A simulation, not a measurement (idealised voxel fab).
Process module, titled voxel quadruple lines
In the cross-section labelled cut, the width is 215 nm and each square cell is 5 nm.
A cross-section in this document is a grid of square cells, and it is written down as bands, the top band listed before the ones below it; a band is made up of one or more rows of cells. The entry gives the band's vertical extent as a top height and a bottom height in nm, then its horizontal make-up as materials from left to right, each with a width in nm. "empty" stands for empty space; a single material marked "everywhere" fills the band edge to edge. Height is counted from the level 0, under which the received wafer is composed throughout of one material. The lowest of the bands is not closed at the bottom but continues downward, in the notation "top 0, no bottom". With a width like "30->40", each row of cells in the band differs from the next by the same amount, the top row carrying the first number and the bottom row the second. Key: "no alteration" - step with no changed cell in the cross-section. Enclosed void listing: empty space of 8 cells or more with no open way to the top, each as width x height at its distance from the left edge, in nm. Where a step's line continues beyond its settings, the continuation is a remark by the simulator itself on that step. Steps that use a mask can have "overlay nm" on their line. It says how far the mask sat to the right of where it was meant to be. Negative means to the left.
[Planned process steps]
1. RECEIVE,material Si
2. CONFORMAL_DEP,material Al2O3,thk nm 5
3. DIRECTIONAL_DEP,material TiN,thk nm 10
4. DIRECTIONAL_DEP,material polySi,thk nm 15
5. DIRECTIONAL_DEP,material aC,thk nm 20
6. PATTERN,tone cover,mask id MANDREL,material resist,width nm 35,pitch nm 100,thk nm 25,overlay nm 0
7. DIRECTIONAL_ETCH,etch materials aC,depth nm 20
8. STRIP,etch materials resist
9. CONFORMAL_DEP,material SiO2,thk nm 15
10. DIRECTIONAL_ETCH,etch materials SiO2,depth nm 15
11. STRIP,etch materials aC
12. DIRECTIONAL_ETCH,etch materials polySi,depth nm 15
13. STRIP,etch materials SiO2
14. CONFORMAL_DEP,material SiCN,thk nm 10
15. DIRECTIONAL_ETCH,etch materials SiCN,depth nm 10
16. STRIP,etch materials polySi
17. DIRECTIONAL_ETCH,etch materials TiN,depth nm 10
18. STRIP,etch materials SiCN
19. FILL_DEP,material lowk,thk nm 10
20. CMP,height nm 15
[as received, after step 1]
  top 0, no bottom: Si everywhere
  Enclosed void listing: none
[Same starting wafer, same plan as above, one mistake in the execution; this is the cross-section at the end of the module]
  top 15, bottom 5: 30 nm lowk / 10 nm TiN / 15 nm lowk / 5 nm TiN / 15 nm lowk / 10 nm TiN / 45 nm lowk / 10 nm TiN / 15 nm lowk / 5 nm TiN / 15 nm lowk / 10 nm TiN / 30 nm lowk
  top 5, bottom 0: Al2O3 everywhere
  top 0, no bottom: Si everywhere
  Enclosed void listing: none
Against the plan, the run slipped here: so step 6 ended up running with a different setting than we planned, it ran as PATTERN,tone open,mask id MANDREL,material resist,width nm 35,pitch nm 100,thk nm 25,overlay nm 0
